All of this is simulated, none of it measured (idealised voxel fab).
process module | voxel wiring stack
cross-section cut | 165 nm wide | cells 5 nm
A cross-section is a grid of square cells, given in bands from the top down. A band is one or more rows of cells.
Each band's line starts with the height of the band's top and of its bottom, in nm. Then come its materials from left to right, each with its width in nm. One material with "throughout" fills the band from edge to edge. "air" is empty space.
Height 0 is the level under which the wafer as received is all one material. The lowest band goes on downwards, as in "0 down".
A width such as "30 to 40" changes by the same amount from each row of cells to the next, from the band's top row to its bottom row.
"no change" after a step means that no cell of the cross-section changed.
closed voids: empty space of 8 cells or more with no open way to the top, each as width x height at its distance from the left edge, in nm
after a step's settings: what the simulator itself notes on the step
overlay nm, on a step with a mask: how far to the right of its planned place the mask lay; to the left if negative
plan
1 op RECEIVE | material Si
2 op CONFORMAL_DEP | material SiO2 | thk nm 10
3 op DIRECTIONAL_DEP | material TiN | thk nm 5
4 op DIRECTIONAL_DEP | material W | thk nm 25
5 op PATTERN | tone cover | mask id METAL_1 | material resist | width nm 20 | pitch nm 40 | thk nm 15 | overlay nm 0
6 op DIRECTIONAL_ETCH | etch materials W | depth nm 25
7 op DIRECTIONAL_ETCH | etch materials TiN | depth nm 5
8 op STRIP | etch materials resist
9 op CONFORMAL_DEP | material SiCN | thk nm 5
10 op FILL_DEP | material lowk | thk nm 10
11 op CMP | height nm 40
12 op CONFORMAL_DEP | material SiCN | thk nm 5
13 op DIRECTIONAL_DEP | material SiO2 | thk nm 20
14 op DIRECTIONAL_DEP | material aC | thk nm 10
15 op PATTERN | tone open | mask id PLUG_1 | material resist | width nm 15 | pitch nm 40 | thk nm 25 | overlay nm 0
16 op DIRECTIONAL_ETCH | etch materials aC | depth nm 10
17 op STRIP | etch materials resist
18 op DIRECTIONAL_ETCH | etch materials SiO2 | depth nm 20
19 op DIRECTIONAL_ETCH | etch materials SiCN | depth nm 5
20 op STRIP | etch materials aC
21 op CONFORMAL_DEP | material TiN | thk nm 5
22 op FILL_DEP | material Cu | thk nm 10
23 op CMP | height nm 65
24 op DIRECTIONAL_DEP | material TiN | thk nm 5
25 op DIRECTIONAL_DEP | material Ru | thk nm 15
26 op PATTERN | tone cover | mask id METAL_2 | material resist | width nm 20 | pitch nm 40 | thk nm 20 | overlay nm 0
27 op DIRECTIONAL_ETCH | etch materials Ru | depth nm 15
28 op DIRECTIONAL_ETCH | etch materials TiN | depth nm 5
29 op STRIP | etch materials resist
30 op FILL_DEP | material lowk | thk nm 10
31 op CMP | height nm 85
32 op CONFORMAL_DEP | material SiCN | thk nm 5
33 op DIRECTIONAL_DEP | material lowk | thk nm 20
34 op PATTERN | tone open | mask id PLUG_2 | material resist | width nm 15 | pitch nm 40 | thk nm 15 | overlay nm 0
35 op DIRECTIONAL_ETCH | etch materials lowk | depth nm 20
36 op DIRECTIONAL_ETCH | etch materials SiCN | depth nm 5
37 op STRIP | etch materials resist
38 op EPI | material Ru | thk nm 10
39 op EPI | material Ru | thk nm 10
40 op EPI | material Ru | thk nm 5
41 op DIRECTIONAL_DEP | material TiN | thk nm 5
42 op DIRECTIONAL_DEP | material Ru | thk nm 15
43 op DIRECTIONAL_DEP | material aC | thk nm 10
44 op PATTERN | tone cover | mask id METAL_3 | material resist | width nm 20 | pitch nm 40 | thk nm 25 | overlay nm 0
45 op DIRECTIONAL_ETCH | etch materials aC | depth nm 10
46 op STRIP | etch materials resist
47 op DIRECTIONAL_ETCH | etch materials Ru | depth nm 15
48 op DIRECTIONAL_ETCH | etch materials TiN | depth nm 5
49 op STRIP | etch materials aC
50 op CONFORMAL_DEP | material SiN | thk nm 5
51 op FILL_DEP | material SiO2 | thk nm 10
52 op CMP | height nm 130
53 op CONFORMAL_DEP | material SiCN | thk nm 5
54 op DIRECTIONAL_DEP | material lowk | thk nm 20
55 op MASKED_ETCH | tone open | mask id PLUG_3 | width nm 15 | pitch nm 40 | etch materials lowk | depth nm 20 | overlay nm 0
56 op MASKED_ETCH | tone open | mask id PLUG_3 | width nm 15 | pitch nm 40 | etch materials SiCN | depth nm 5 | overlay nm 0
57 op EPI | material Ru | thk nm 10
58 op EPI | material Ru | thk nm 10
59 op EPI | material Ru | thk nm 5
60 op DIRECTIONAL_DEP | material TiN | thk nm 5
61 op DIRECTIONAL_DEP | material W | thk nm 15
62 op MASKED_ETCH | tone cover | mask id METAL_4 | width nm 20 | pitch nm 40 | etch materials W | depth nm 15 | overlay nm 0
63 op MASKED_ETCH | tone cover | mask id METAL_4 | width nm 20 | pitch nm 40 | etch materials TiN | depth nm 5 | overlay nm 0
64 op FILL_DEP | material SiO2 | thk nm 10
65 op CMP | height nm 175
66 op CONFORMAL_DEP | material SiCN | thk nm 5
varied across the wafers: thk nm of step 12. The plan shows the first wafer's value. All wafers start alike
first wafer as received, after step 1
  0 down: Si throughout
  closed voids: none
first wafer at the end, after step 66
  180 to 175: SiCN throughout
  175 to 160: SiO2 30 | W 20 | SiO2 20 | W 20 | SiO2 20 | W 20 | SiO2 35
  160 to 155: SiO2 30 | TiN 20 | SiO2 20 | TiN 20 | SiO2 20 | TiN 20 | SiO2 35
  155 to 135: lowk 30 | Ru 15 | lowk 25 | Ru 15 | lowk 25 | Ru 15 | lowk 40
  135 to 130: SiCN 30 | Ru 15 | SiCN 25 | Ru 15 | SiCN 25 | Ru 15 | SiCN 40
  130 to 115: SiO2 25 | SiN 5 | Ru 20 | SiN 5 | SiO2 10 | SiN 5 | Ru 20 | SiN 5 | SiO2 10 | SiN 5 | Ru 20 | SiN 5 | SiO2 30
  115 to 110: SiN 30 | TiN 20 | SiN 20 | TiN 20 | SiN 20 | TiN 20 | SiN 35
  110 to 90: lowk 30 | Ru 15 | lowk 25 | Ru 15 | lowk 25 | Ru 15 | lowk 40
  90 to 85: SiCN 30 | Ru 15 | SiCN 25 | Ru 15 | SiCN 25 | Ru 15 | SiCN 40
  85 to 70: lowk 30 | Ru 20 | lowk 20 | Ru 20 | lowk 20 | Ru 20 | lowk 35
  70 to 65: lowk 30 | TiN 20 | lowk 20 | TiN 20 | lowk 20 | TiN 20 | lowk 35
  65 to 45: SiO2 30 | TiN 5 | Cu 5 | TiN 5 | SiO2 25 | TiN 5 | Cu 5 | TiN 5 | SiO2 25 | TiN 5 | Cu 5 | TiN 5 | SiO2 40
  45 to 40: SiCN 30 | TiN 15 | SiCN 25 | TiN 15 | SiCN 25 | TiN 15 | SiCN 40
  40 to 15: lowk 25 | SiCN 5 | W 20 | SiCN 5 | lowk 10 | SiCN 5 | W 20 | SiCN 5 | lowk 10 | SiCN 5 | W 20 | SiCN 5 | lowk 30
  15 to 10: SiCN 30 | TiN 20 | SiCN 20 | TiN 20 | SiCN 20 | TiN 20 | SiCN 35
  10 to 0: SiO2 throughout
  0 down: Si throughout
  closed voids: none
last wafer at the end
  180 to 175: SiCN throughout
  175 to 160: SiO2 30 | W 20 | SiO2 20 | W 20 | SiO2 20 | W 20 | SiO2 35
  160 to 155: SiO2 30 | TiN 20 | SiO2 20 | TiN 20 | SiO2 20 | TiN 20 | SiO2 35
  155 to 135: lowk 30 | Ru 15 | lowk 25 | Ru 15 | lowk 25 | Ru 15 | lowk 40
  135 to 130: SiCN 30 | Ru 15 | SiCN 25 | Ru 15 | SiCN 25 | Ru 15 | SiCN 40
  130 to 115: SiO2 25 | SiN 5 | Ru 20 | SiN 5 | SiO2 10 | SiN 5 | Ru 20 | SiN 5 | SiO2 10 | SiN 5 | Ru 20 | SiN 5 | SiO2 30
  115 to 110: SiN 30 | TiN 20 | SiN 20 | TiN 20 | SiN 20 | TiN 20 | SiN 35
  110 to 90: lowk 30 | Ru 15 | lowk 25 | Ru 15 | lowk 25 | Ru 15 | lowk 40
  90 to 85: SiCN 30 | Ru 15 | SiCN 25 | Ru 15 | SiCN 25 | Ru 15 | SiCN 40
  85 to 70: lowk 30 | Ru 20 | lowk 20 | Ru 20 | lowk 20 | Ru 20 | lowk 35
  70 to 65: lowk 30 | TiN 20 | lowk 20 | TiN 20 | lowk 20 | TiN 20 | lowk 35
  65 to 60: SiO2 30 | TiN 5 | Cu 5 | TiN 5 | SiO2 25 | TiN 5 | Cu 5 | TiN 5 | SiO2 25 | TiN 5 | Cu 5 | TiN 5 | SiO2 40
  60 to 55: SiCN 30 | TiN 15 | SiCN 25 | TiN 15 | SiCN 25 | TiN 15 | SiCN 40
  55 to 40: SiCN throughout
  40 to 15: lowk 25 | SiCN 5 | W 20 | SiCN 5 | lowk 10 | SiCN 5 | W 20 | SiCN 5 | lowk 10 | SiCN 5 | W 20 | SiCN 5 | lowk 30
  15 to 10: SiCN 30 | TiN 20 | SiCN 20 | TiN 20 | SiCN 20 | TiN 20 | SiCN 35
  10 to 0: SiO2 throughout
  0 down: Si throughout
  closed voids: none
each wafer at the end: cells of each material gained (+) or lost (-) since it was received, then its closed voids
thk nm 5 | +12 Cu | +162 Ru | +156 SiCN | +39 SiN | +291 SiO2 | +81 TiN | +96 W | +351 lowk | closed voids: none
thk nm 10 | +9 Cu | +162 Ru | +189 SiCN | +39 SiN | +267 SiO2 | +75 TiN | +96 W | +351 lowk | closed voids: none
thk nm 15 | +6 Cu | +162 Ru | +222 SiCN | +39 SiN | +243 SiO2 | +69 TiN | +96 W | +351 lowk | closed voids: none
thk nm 20 | +3 Cu | +162 Ru | +255 SiCN | +39 SiN | +219 SiO2 | +63 TiN | +96 W | +351 lowk | closed voids: none
